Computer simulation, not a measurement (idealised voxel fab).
process module | voxel released beams
cross-section cut | 180 nm wide | cells 5 nm
A cross-section is a grid of square cells, given in bands from the top down. A band is one or more rows of cells.
Each band's line starts with the height of the band's top and of its bottom, in nm. Then come its materials from left to right, each with its width in nm. One material with "throughout" fills the band from edge to edge. "air" is empty space.
Height 0 is the level under which the wafer as received is all one material. The lowest band goes on downwards, as in "0 down".
A width such as "30 to 40" changes by the same amount from each row of cells to the next, from the band's top row to its bottom row.
"no change" after a step means that no cell of the cross-section changed.
closed voids: empty space of 8 cells or more with no open way to the top, each as width x height at its distance from the left edge, in nm
after a step's settings: what the simulator itself notes on the step
overlay nm, on a step with a mask: how far to the right of its planned place the mask lay; to the left if negative
plan
1 op RECEIVE | material Si
2 op CONFORMAL_DEP | material Al2O3 | thk nm 5
3 op DIRECTIONAL_DEP | material SiO2 | thk nm 15
4 op DIRECTIONAL_DEP | material aC | thk nm 15
5 op PATTERN | tone open | mask id ANCHOR | material resist | width nm 30 | thk nm 35 | overlay nm 0
6 op DIRECTIONAL_ETCH | etch materials aC | depth nm 15
7 op STRIP | etch materials resist
8 op DIRECTIONAL_ETCH | etch materials SiO2 | depth nm 15
9 op STRIP | etch materials aC
10 op CONFORMAL_DEP | material polySi | thk nm 10
11 op MASKED_ETCH | tone cover | mask id BEAM | width nm 80 | etch materials polySi | depth nm 10 | overlay nm 0
12 op STRIP | etch materials SiO2
as received, after step 1
  0 down: Si throughout
  closed voids: none
first wafer at the end, as planned
  30 to 20: air 45 | polySi 15 | air 10 | polySi 55 | air 55
  20 to 15: air 50 | polySi 10 | air 10 | polySi 10 | air 100
  15 to 5: air 50 | polySi 30 | air 100
  5 to 0: Al2O3 throughout
  0 down: Si throughout
  closed voids: none
second wafer at the end: like start, like plan, one mistake
  30 to 20: air 35 | polySi 25 | air 10 | polySi 45 | air 65
  20 to 15: air 50 | polySi 10 | air 10 | polySi 10 | air 100
  15 to 5: air 50 | polySi 30 | air 100
  5 to 0: Al2O3 throughout
  0 down: Si throughout
  closed voids: none
what went wrong: step 11 ran as: op MASKED_ETCH | tone cover | mask id BEAM | width nm 80 | etch materials polySi | depth nm 10 | overlay nm -10
at the end the second wafer has, in cells: as many of each material as the first, in other places
